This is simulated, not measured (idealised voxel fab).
The name of this process module is voxel self aligned contacts.
It is cross-section cut that appears here, measuring 230 nm in width, its square cells being 5 nm in size.
This document writes a cross-section as a grid whose cells are square, and gives it as bands, listed from the top down; one or more rows of cells form a band.
Band entry format. Leading values: height of top, height of bottom, nm. Remainder: materials in left-to-right order, each with its width in nm. Special words: "throughout" on a single material, which then fills the band edge to edge; "blank", empty space.
Height 0 is the level under which the wafer as received is all one material. The lowest band goes on downwards, as in "0 down".
Note: "30->40" means the width goes from the first number (top row of the band) to the second number (bottom row) in equal steps per row of cells.
Step note "no modification" = no cross-section cell changed.
The label "Closed void entries" introduces a list of the empty spaces, 8 cells or larger, that have no open way up to the top; each entry in it reads width x height at distance, where the distance is taken from the left edge and all three are stated in nm.
That trailing text on a step's line, after the settings, is the simulator's own remark on the step.
overlay nm: right-of-plan distance of the mask on a masked step; negative values mean left-of-plan.
## Intended process steps
- 1: RECEIVE: material Si
- 2: OXIDIZE: depth nm 5
- 3: DIRECTIONAL_DEP: material polySi, thk nm 30
- 4: DIRECTIONAL_DEP: material SiN, thk nm 25
- 5: PATTERN: tone cover, mask id GATE, material resist, width nm 30, pitch nm 65, thk nm 20, overlay nm 0
- 6: DIRECTIONAL_ETCH: etch materials SiN, depth nm 25
- 7: DIRECTIONAL_ETCH: etch materials polySi, depth nm 30
- 8: STRIP: etch materials resist
- 9: CONFORMAL_DEP: material SiN, thk nm 10
- 10: DIRECTIONAL_ETCH: etch materials SiN, depth nm 10
- 11: FILL_DEP: material SiO2, thk nm 20
- 12: CMP: height nm 65
- 13: DIRECTIONAL_DEP: material aC, thk nm 15
- 14: PATTERN: tone open, mask id CONTACT, material resist, width nm 45, pitch nm 65, thk nm 35, overlay nm 0
- 15: DIRECTIONAL_ETCH: etch materials aC, depth nm 15
- 16: STRIP: etch materials resist
- 17: DIRECTIONAL_ETCH: etch materials SiO2, depth nm 70
- 18: STRIP: etch materials aC
- 19: CONFORMAL_DEP: material TiN, thk nm 5
- 20: FILL_DEP: material W, thk nm 10
- 21: CMP: height nm 65
- 22: CONFORMAL_DEP: material SiCN, thk nm 5
## Incoming wafer, cross-sectional view, post step 1
	0 down = Si throughout
	Closed void entries: none
## The following cross-section depicts the wafer upon conclusion of the module. Processing commenced from the starting condition illustrated above and adhered to the plan illustrated above, save for one mistake in execution
	70 to 65 = SiCN throughout
	65 to 60 = SiO2: 60 | TiN: 5 | W: 35 | TiN: 5 | SiO2: 20 | TiN: 5 | W: 35 | TiN: 5 | SiO2: 60
	60 to 55 = SiO2: 60 | TiN: 45 | SiO2: 20 | TiN: 45 | SiO2: 60
	55 to 30 = SiO2: 25 | SiN: 55 | TiN: 10 | SiN: 55 | TiN: 10 | SiN: 55 | SiO2: 20
	30 to 0 = SiO2: 25 | SiN: 10 | polySi: 35 | SiN: 10 | TiN: 10 | SiN: 10 | polySi: 35 | SiN: 10 | TiN: 10 | SiN: 10 | polySi: 35 | SiN: 10 | SiO2: 20
	0 to -5 = SiO2: 80 | TiN: 10 | SiO2: 55 | TiN: 10 | SiO2: 75
	-5 down = Si throughout
	Closed void entries: none
Misprocessing identified: rather than as planned, step 5 actually ran as PATTERN: tone cover, mask id GATE, material resist, width nm 35, pitch nm 65, thk nm 20, overlay nm 0
